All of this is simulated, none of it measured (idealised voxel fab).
process module | voxel lift off
cross-section cut | 250 nm wide | cells 5 nm
A cross-section is a grid of square cells, given in bands from the top down. A band is one or more rows of cells.
Each band's line starts with the height of the band's top and of its bottom, in nm. Then come its materials from left to right, each with its width in nm. One material with "throughout" fills the band from edge to edge. "air" is empty space.
Height 0 is the level under which the wafer as received is all one material. The lowest band goes on downwards, as in "0 down".
A width such as "30 to 40" changes by the same amount from each row of cells to the next, from the band's top row to its bottom row.
"no change" after a step means that no cell of the cross-section changed.
closed voids: empty space of 8 cells or more with no open way to the top, each as width x height at its distance from the left edge, in nm
after a step's settings: what the simulator itself notes on the step
overlay nm, on a step with a mask: how far to the right of its planned place the mask lay; to the left if negative
plan
1 op RECEIVE | material Si
2 op CONFORMAL_DEP | material SiN | thk nm 15
3 op PATTERN | tone open | mask id LINES | material resist | width nm 20 | pitch nm 50 | thk nm 20 | overlay nm -15
4 op DIRECTIONAL_DEP | material Ru | thk nm 10
5 op STRIP | etch materials resist
6 op CONFORMAL_DEP | material SiCN | thk nm 5
varied across the wafers: overlay nm of step 3. The plan shows the first wafer's value. All wafers start alike
first wafer as received, after step 1
  0 down: Si throughout
  closed voids: none
first wafer at the end, after step 6
  30 to 25: air 70 | SiCN 30 | air 20 | SiCN 30 | air 100
  25 to 20: air 70 | SiCN 5 | Ru 20 | SiCN 5 | air 20 | SiCN 5 | Ru 20 | SiCN 5 | air 100
  20 to 15: SiCN 75 | Ru 20 | SiCN 30 | Ru 20 | SiCN 105
  15 to 0: SiN throughout
  0 down: Si throughout
  closed voids: none
last wafer at the end
  30 to 25: air 100 | SiCN 30 | air 20 | SiCN 30 | air 70
  25 to 20: air 100 | SiCN 5 | Ru 20 | SiCN 5 | air 20 | SiCN 5 | Ru 20 | SiCN 5 | air 70
  20 to 15: SiCN 105 | Ru 20 | SiCN 30 | Ru 20 | SiCN 75
  15 to 0: SiN throughout
  0 down: Si throughout
  closed voids: none
each wafer at the end: cells of each material gained (+) or lost (-) since it was received, then its closed voids
overlay nm -15 | +16 Ru | +58 SiCN | +150 SiN | closed voids: none
overlay nm -10 | +16 Ru | +58 SiCN | +150 SiN | closed voids: none
overlay nm -5 | +16 Ru | +58 SiCN | +150 SiN | closed voids: none
overlay nm 0 | +16 Ru | +58 SiCN | +150 SiN | closed voids: none
overlay nm 5 | +16 Ru | +58 SiCN | +150 SiN | closed voids: none
overlay nm 10 | +16 Ru | +58 SiCN | +150 SiN | closed voids: none
overlay nm 15 | +16 Ru | +58 SiCN | +150 SiN | closed voids: none
